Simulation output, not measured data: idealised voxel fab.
The document below concerns the process module designated voxel double patterning.
cross-section cut | 190 nm wide | cells 5 nm
Bands, listed from the top down, are how a cross-section gets written in this document; the cross-section itself is a grid of square cells, and a band is one or more rows of them.
It is stipulated that each band's entry specify, in nanometres, the height of the top of the band and then that of its bottom, followed by the materials of the band in left-to-right sequence, each together with its width in nanometres. A single material marked by the word "edge to edge" is understood to fill the band from edge to edge; the word "empty" is understood to denote empty space.
It should be noted that heights are counted from 0, beneath which the wafer as supplied is of one material throughout, and that the lowest band possesses no lower boundary but continues downward, as written in "0 down".
A width given as "30 to 40" starts at the first number in the band's top row and ends at the second number in its bottom row, shifting by an equal amount at every step from row to row.
You'll sometimes find "remained unchanged" written for a step, and that's the way of saying that nowhere in the cross-section did a cell change during that step.
The entry "Closed void catalog" lists the empty spaces that cover at least 8 cells and have no open path to the top. Each is written as width x height at distance, where the distance is measured from the left edge and all three values are in nm.
Note: text after step settings on the step line = simulator remark on that step.
Among the settings permitted on a step's line is "overlay nm"; applied to a step with a mask, it specifies the extent to which the mask lay to the right of its planned position, whereas a negative figure signifies a position to the left.
# Listed below are the process steps as planned
1: RECEIVE with material Si
2: CONFORMAL_DEP with material SiO2, thk nm 10
3: DIRECTIONAL_DEP with material polySi, thk nm 10
4: DIRECTIONAL_DEP with material SiCN, thk nm 10
5: PATTERN with tone open, mask id FIRST, material resist, width nm 15, pitch nm 50, thk nm 20, overlay nm 0
6: DIRECTIONAL_ETCH with etch materials SiCN, depth nm 10
7: STRIP with etch materials resist
8: MASKED_ETCH with tone open, mask id SECOND, width nm 15, etch materials SiCN, depth nm 10, overlay nm 0
9: DIRECTIONAL_ETCH with etch materials polySi, depth nm 10
10: STRIP with etch materials SiCN
# As received (post step 1): cross-section
    0 down  Si edge to edge
    Closed void catalog: none
# Cross-section taken at module completion on the first of two wafers; processed per the plan
    20 to 10  polySi: 60; empty: 15; polySi: 10; empty: 15; polySi: 10; empty: 15; polySi: 65
    10 to 0  SiO2 edge to edge
    0 down  Si edge to edge
    Closed void catalog: none
# Same start, same plan as the first wafer - but one mistake in the run. Cross-section of the second of the two at the end of the module
    20 to 10  polySi: 60; empty: 15; polySi: 15; empty: 15; polySi: 5; empty: 15; polySi: 65
    10 to 0  SiO2 edge to edge
    0 down  Si edge to edge
    Closed void catalog: none
The mistake made against the process plan was this: planned and actual differ for step 8; actual: MASKED_ETCH with tone open, mask id SECOND, width nm 15, etch materials SiCN, depth nm 10, overlay nm 5
Cell counts per material: same on both final wafers. Positions: different.
